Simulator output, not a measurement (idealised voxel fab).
process module | voxel capacitor over wiring
cross-section cut | 190 nm wide | cells 5 nm
A cross-section is a grid of square cells, given in bands from the top down. A band is one or more rows of cells.
Each band's line starts with the height of the band's top and of its bottom, in nm. Then come its materials from left to right, each with its width in nm. One material with "throughout" fills the band from edge to edge. "air" is empty space.
Height 0 is the level under which the wafer as received is all one material. The lowest band goes on downwards, as in "0 down".
A width such as "30 to 40" changes by the same amount from each row of cells to the next, from the band's top row to its bottom row.
"no change" after a step means that no cell of the cross-section changed.
closed voids: empty space of 8 cells or more with no open way to the top, each as width x height at its distance from the left edge, in nm
after a step's settings: what the simulator itself notes on the step
overlay nm, on a step with a mask: how far to the right of its planned place the mask lay; to the left if negative
plan
1 op RECEIVE | material Si
2 op CONFORMAL_DEP | material SiO2 | thk nm 15
3 op DIRECTIONAL_DEP | material TiN | thk nm 5
4 op DIRECTIONAL_DEP | material Ru | thk nm 20
5 op PATTERN | tone cover | mask id METAL_1 | material resist | width nm 25 | pitch nm 95 | thk nm 20 | overlay nm 0
6 op DIRECTIONAL_ETCH | etch materials Ru | depth nm 20
7 op DIRECTIONAL_ETCH | etch materials TiN | depth nm 5
8 op STRIP | etch materials resist
9 op CONFORMAL_DEP | material SiN | thk nm 5
10 op FILL_DEP | material SiO2 | thk nm 5
11 op CMP | height nm 40
12 op CONFORMAL_DEP | material SiCN | thk nm 5
13 op DIRECTIONAL_DEP | material SiO2 | thk nm 15
14 op DIRECTIONAL_DEP | material aC | thk nm 15
15 op PATTERN | tone open | mask id PLUG_1 | material resist | width nm 15 | thk nm 30 | overlay nm 0
16 op DIRECTIONAL_ETCH | etch materials aC | depth nm 15
17 op STRIP | etch materials resist
18 op DIRECTIONAL_ETCH | etch materials SiO2 | depth nm 15
19 op DIRECTIONAL_ETCH | etch materials SiCN | depth nm 5
20 op STRIP | etch materials aC
21 op CONFORMAL_DEP | material TiN | thk nm 5
22 op FILL_DEP | material W | thk nm 5
23 op CMP | height nm 60
24 op DIRECTIONAL_DEP | material TiN | thk nm 10
25 op DIRECTIONAL_DEP | material HfO2 | thk nm 5
26 op DIRECTIONAL_DEP | material TiN | thk nm 10
27 op PATTERN | tone cover | mask id UPPER_PLATE | material resist | width nm 75 | thk nm 15 | overlay nm 0
28 op DIRECTIONAL_ETCH | etch materials TiN | depth nm 10
29 op DIRECTIONAL_ETCH | etch materials HfO2 | depth nm 5
30 op STRIP | etch materials resist
31 op PATTERN | tone cover | mask id LOWER_PLATE | material resist | width nm 85 | thk nm 15 | overlay nm 0
32 op DIRECTIONAL_ETCH | etch materials TiN | depth nm 10
33 op STRIP | etch materials resist
34 op FILL_DEP | material SiO2 | thk nm 20
35 op CMP | height nm 100
36 op DIRECTIONAL_DEP | material aC | thk nm 15
37 op PATTERN | tone open | mask id PLUG_2 | material resist | width nm 15 | thk nm 30 | overlay nm 0
38 op DIRECTIONAL_ETCH | etch materials aC | depth nm 15
39 op STRIP | etch materials resist
40 op DIRECTIONAL_ETCH | etch materials SiO2 | depth nm 15
41 op STRIP | etch materials aC
42 op CONFORMAL_DEP | material TiN | thk nm 5
43 op FILL_DEP | material Cu | thk nm 10
44 op CMP | height nm 100
45 op CONFORMAL_DEP | material SiCN | thk nm 5
first wafer, as planned
as received, after step 1
  0 down: Si throughout
  closed voids: none
after step 2
  15 to 0: SiO2 throughout
  below 0: unchanged
after step 3
  20 to 15: TiN throughout
  below 15: unchanged
after step 4
  40 to 20: Ru throughout
  below 20: unchanged
after step 5
  60 to 40: air 35 | resist 25 | air 70 | resist 25 | air 35
  below 40: unchanged
after step 6
  60 to 40: air 35 | resist 25 | air 70 | resist 25 | air 35
  40 to 20: air 35 | Ru 25 | air 70 | Ru 25 | air 35
  below 20: unchanged
after step 7
  60 to 40: air 35 | resist 25 | air 70 | resist 25 | air 35
  40 to 20: air 35 | Ru 25 | air 70 | Ru 25 | air 35
  20 to 15: air 35 | TiN 25 | air 70 | TiN 25 | air 35
  below 15: unchanged
after step 8
  40 to 20: air 35 | Ru 25 | air 70 | Ru 25 | air 35
  below 20: unchanged
after step 9
  45 to 40: air 30 | SiN 35 | air 60 | SiN 35 | air 30
  40 to 20: air 30 | SiN 5 | Ru 25 | SiN 5 | air 60 | SiN 5 | Ru 25 | SiN 5 | air 30
  20 to 15: SiN 35 | TiN 25 | SiN 70 | TiN 25 | SiN 35
  below 15: unchanged
after step 10
  50 to 45: SiO2 throughout
  45 to 40: SiO2 30 | SiN 35 | SiO2 60 | SiN 35 | SiO2 30
  40 to 20: SiO2 30 | SiN 5 | Ru 25 | SiN 5 | SiO2 60 | SiN 5 | Ru 25 | SiN 5 | SiO2 30
  below 20: unchanged
after step 11
  40 to 20: SiO2 30 | SiN 5 | Ru 25 | SiN 5 | SiO2 60 | SiN 5 | Ru 25 | SiN 5 | SiO2 30
  below 20: unchanged
after step 12
  45 to 40: SiCN throughout
  below 40: unchanged
after step 13
  60 to 45: SiO2 throughout
  below 45: unchanged
after step 14
  75 to 60: aC throughout
  below 60: unchanged
after step 15
  105 to 75: resist 45 | air 15 | resist 130
  below 75: unchanged
after step 16
  90 to 75: resist 45 | air 15 | resist 130
  75 to 60: aC 45 | air 15 | aC 130
  below 60: unchanged
after step 17
  75 to 60: aC 45 | air 15 | aC 130
  below 60: unchanged
after step 18
  75 to 60: aC 45 | air 15 | aC 130
  60 to 45: SiO2 45 | air 15 | SiO2 130
  below 45: unchanged
after step 19
  75 to 60: aC 45 | air 15 | aC 130
  60 to 45: SiO2 45 | air 15 | SiO2 130
  45 to 40: SiCN 45 | air 15 | SiCN 130
  below 40: unchanged
after step 20
  60 to 45: SiO2 45 | air 15 | SiO2 130
  below 45: unchanged
after step 21
  65 to 60: TiN 50 | air 5 | TiN 135
  60 to 45: SiO2 45 | TiN 5 | air 5 | TiN 5 | SiO2 130
  45 to 40: SiCN 45 | TiN 15 | SiCN 130
  below 40: unchanged
after step 22
  70 to 65: W throughout
  65 to 60: TiN 50 | W 5 | TiN 135
  60 to 45: SiO2 45 | TiN 5 | W 5 | TiN 5 | SiO2 130
  below 45: unchanged
after step 23
  60 to 45: SiO2 45 | TiN 5 | W 5 | TiN 5 | SiO2 130
  below 45: unchanged
after step 24
  70 to 60: TiN throughout
  below 60: unchanged
after step 25
  75 to 70: HfO2 throughout
  below 70: unchanged
after step 26
  85 to 75: TiN throughout
  below 75: unchanged
after step 27
  100 to 85: air 45 | resist 75 | air 70
  below 85: unchanged
after step 28
  100 to 85: air 45 | resist 75 | air 70
  85 to 75: air 45 | TiN 75 | air 70
  below 75: unchanged
after step 29
  100 to 85: air 45 | resist 75 | air 70
  85 to 75: air 45 | TiN 75 | air 70
  75 to 70: air 45 | HfO2 75 | air 70
  below 70: unchanged
after step 30
  85 to 75: air 45 | TiN 75 | air 70
  below 75: unchanged
after step 31
  100 to 85: air 40 | resist 85 | air 65
  85 to 75: air 40 | resist 5 | TiN 75 | resist 5 | air 65
  75 to 70: air 40 | resist 5 | HfO2 75 | resist 5 | air 65
  below 70: unchanged
after step 32
  100 to 85: air 40 | resist 85 | air 65
  85 to 75: air 40 | resist 5 | TiN 75 | resist 5 | air 65
  75 to 70: air 40 | resist 5 | HfO2 75 | resist 5 | air 65
  70 to 60: air 40 | TiN 85 | air 65
  below 60: unchanged
after step 33
  85 to 75: air 45 | TiN 75 | air 70
  75 to 70: air 45 | HfO2 75 | air 70
  below 70: unchanged
after step 34
  105 to 85: SiO2 throughout
  85 to 75: SiO2 45 | TiN 75 | SiO2 70
  75 to 70: SiO2 45 | HfO2 75 | SiO2 70
  70 to 60: SiO2 40 | TiN 85 | SiO2 65
  below 60: unchanged
after step 35
  100 to 85: SiO2 throughout
  below 85: unchanged
after step 36
  115 to 100: aC throughout
  below 100: unchanged
after step 37
  145 to 115: resist 55 | air 15 | resist 120
  below 115: unchanged
after step 38
  130 to 115: resist 55 | air 15 | resist 120
  115 to 100: aC 55 | air 15 | aC 120
  below 100: unchanged
after step 39
  115 to 100: aC 55 | air 15 | aC 120
  below 100: unchanged
after step 40
  115 to 100: aC 55 | air 15 | aC 120
  100 to 85: SiO2 55 | air 15 | SiO2 120
  below 85: unchanged
after step 41
  100 to 85: SiO2 55 | air 15 | SiO2 120
  below 85: unchanged
after step 42
  105 to 100: TiN 60 | air 5 | TiN 125
  100 to 90: SiO2 55 | TiN 5 | air 5 | TiN 5 | SiO2 120
  90 to 85: SiO2 55 | TiN 15 | SiO2 120
  below 85: unchanged
after step 43
  115 to 105: Cu throughout
  105 to 100: TiN 60 | Cu 5 | TiN 125
  100 to 90: SiO2 55 | TiN 5 | Cu 5 | TiN 5 | SiO2 120
  below 90: unchanged
after step 44
  100 to 90: SiO2 55 | TiN 5 | Cu 5 | TiN 5 | SiO2 120
  below 90: unchanged
after step 45
  105 to 100: SiCN throughout
  below 100: unchanged
second wafer: like start, like plan, one mistake. Through step 26 it matches the first wafer
when step 27 should have ended
  100 to 85: air 35 | resist 75 | air 80
  below 85: unchanged
when step 28 should have ended
  100 to 85: air 35 | resist 75 | air 80
  85 to 75: air 35 | TiN 75 | air 80
  below 75: unchanged
when step 29 should have ended
  100 to 85: air 35 | resist 75 | air 80
  85 to 75: air 35 | TiN 75 | air 80
  75 to 70: air 35 | HfO2 75 | air 80
  below 70: unchanged
when step 30 should have ended
  85 to 75: air 35 | TiN 75 | air 80
  below 75: unchanged
when step 31 should have ended
  100 to 85: air 40 | resist 85 | air 65
  85 to 75: air 35 | TiN 75 | resist 15 | air 65
  75 to 70: air 35 | HfO2 75 | resist 15 | air 65
  below 70: unchanged
when step 32 should have ended
  100 to 85: air 40 | resist 85 | air 65
  85 to 75: air 40 | TiN 70 | resist 15 | air 65
  75 to 70: air 35 | HfO2 75 | resist 15 | air 65
  70 to 60: air 35 | TiN 90 | air 65
  below 60: unchanged
when step 33 should have ended
  85 to 75: air 40 | TiN 70 | air 80
  75 to 70: air 35 | HfO2 75 | air 80
  below 70: unchanged
when step 34 should have ended
  105 to 85: SiO2 throughout
  85 to 75: SiO2 40 | TiN 70 | SiO2 80
  75 to 70: SiO2 35 | HfO2 75 | SiO2 80
  70 to 60: SiO2 35 | TiN 90 | SiO2 65
  below 60: unchanged
when step 35 should have ended
  100 to 85: SiO2 throughout
  below 85: unchanged
when step 36 should have ended
  115 to 100: aC throughout
  below 100: unchanged
when step 37 should have ended
  145 to 115: resist 55 | air 15 | resist 120
  below 115: unchanged
when step 38 should have ended
  130 to 115: resist 55 | air 15 | resist 120
  115 to 100: aC 55 | air 15 | aC 120
  below 100: unchanged
when step 39 should have ended
  115 to 100: aC 55 | air 15 | aC 120
  below 100: unchanged
when step 40 should have ended
  115 to 100: aC 55 | air 15 | aC 120
  100 to 85: SiO2 55 | air 15 | SiO2 120
  below 85: unchanged
when step 41 should have ended
  100 to 85: SiO2 55 | air 15 | SiO2 120
  below 85: unchanged
when step 42 should have ended
  105 to 100: TiN 60 | air 5 | TiN 125
  100 to 90: SiO2 55 | TiN 5 | air 5 | TiN 5 | SiO2 120
  90 to 85: SiO2 55 | TiN 15 | SiO2 120
  below 85: unchanged
when step 43 should have ended
  115 to 105: Cu throughout
  105 to 100: TiN 60 | Cu 5 | TiN 125
  100 to 90: SiO2 55 | TiN 5 | Cu 5 | TiN 5 | SiO2 120
  below 90: unchanged
when step 44 should have ended
  100 to 90: SiO2 55 | TiN 5 | Cu 5 | TiN 5 | SiO2 120
  below 90: unchanged
when step 45 should have ended
  105 to 100: SiCN throughout
  below 100: unchanged
what went wrong: step 27 ran as: op PATTERN | tone cover | mask id UPPER_PLATE | material resist | width nm 75 | thk nm 15 | overlay nm -10
at the end the second wafer has, in cells: as many of each material as the first, in other places
